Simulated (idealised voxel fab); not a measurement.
Documented hereafter: the process module known as voxel ribs on slabs.
It is cross-section cut that appears here, measuring 260 nm in width, its square cells being 5 nm in size.
Bands, listed from the top down, are how a cross-section gets written in this document; the cross-section itself is a grid of square cells, and a band is one or more rows of them.
The entry gives the band's vertical extent as a top height and a bottom height in nm, then its horizontal make-up as materials from left to right, each with a width in nm. "blank" stands for empty space; a single material marked "all across" fills the band edge to edge.
Heights from 0 (as-received wafer is one material below). Bottom band endless downward, as "0..down".
So if you see something like "30->40" for the width, read it as the top row of the band sitting at the first number and the bottom row at the second, with every row in between moving by the same amount as the last.
A step reported as "identical to before" is a step in which no cell of the cross-section changed.
Look at "Trapped cavities" for the closed voids: empty spaces with no open path to the top, sized 8 cells or up. Each is width x height at distance, distance from the left edge, all nm.
Read whatever lies past the settings on a step's line as the simulator's own remark about the step.
On any step carrying a mask, the "overlay nm" setting, if present on the step's line, tells how far right of its planned place the mask lay; negative values point to the left.
The following list gives the planned process steps
1. RECEIVE | material Si
2. DIRECTIONAL_DEP | material SiO2 | thk nm 25
3. DIRECTIONAL_DEP | material SiN | thk nm 20
4. MASKED_ETCH | tone cover | mask id RIB | width nm 30 | etch materials SiN | depth nm 5 | overlay nm 0
5. DIRECTIONAL_DEP | material aC | thk nm 10
6. PATTERN | tone cover | mask id SLAB | material resist | width nm 80 | thk nm 25 | overlay nm 0
7. DIRECTIONAL_ETCH | etch materials aC | depth nm 10
8. STRIP | etch materials resist
9. DIRECTIONAL_ETCH | etch materials SiN | depth nm 15
10. STRIP | etch materials aC
11. FILL_DEP | material SiO2 | thk nm 20
12. CMP | height nm 55
13. DIRECTIONAL_DEP | material W | thk nm 10
14. MASKED_ETCH | tone cover | mask id HEATER | width nm 40 | etch materials W | depth nm 10 | overlay nm 0
15. CONFORMAL_DEP | material SiN | thk nm 5
Cross-section of the wafer as it came to us, i.e., already through step 1
	0..down = Si all across
	Trapped cavities: none
Run as planned - first of the two wafers cross-sectioned at the end of the module
	70..65 = 105 blank / 50 SiN / 105 blank
	65..60 = 105 blank / 5 SiN / 40 W / 5 SiN / 105 blank
	60..55 = 110 SiN / 40 W / 110 SiN
	55..45 = SiO2 all across
	45..40 = 115 SiO2 / 30 SiN / 115 SiO2
	40..25 = 90 SiO2 / 80 SiN / 90 SiO2
	25..0 = SiO2 all across
	0..down = Si all across
	Trapped cavities: none
Cross-section of the latter of the two wafers at module completion. It had an identical start and an identical plan to the former; in running it, one mistake was made
	70..65 = 105 blank / 50 SiN / 105 blank
	65..60 = 105 blank / 5 SiN / 40 W / 5 SiN / 105 blank
	60..55 = 110 SiN / 40 W / 110 SiN
	55..20 = SiO2 all across
	20..0 = SiN all across
	0..down = Si all across
	Trapped cavities: none
Misprocessing identified: so 2 and 3 got swapped relative to the plan, each ran where the other was supposed to
Final difference in cells, second wafer against first, listed per material as more or fewer: +154 SiN; -154 SiO2
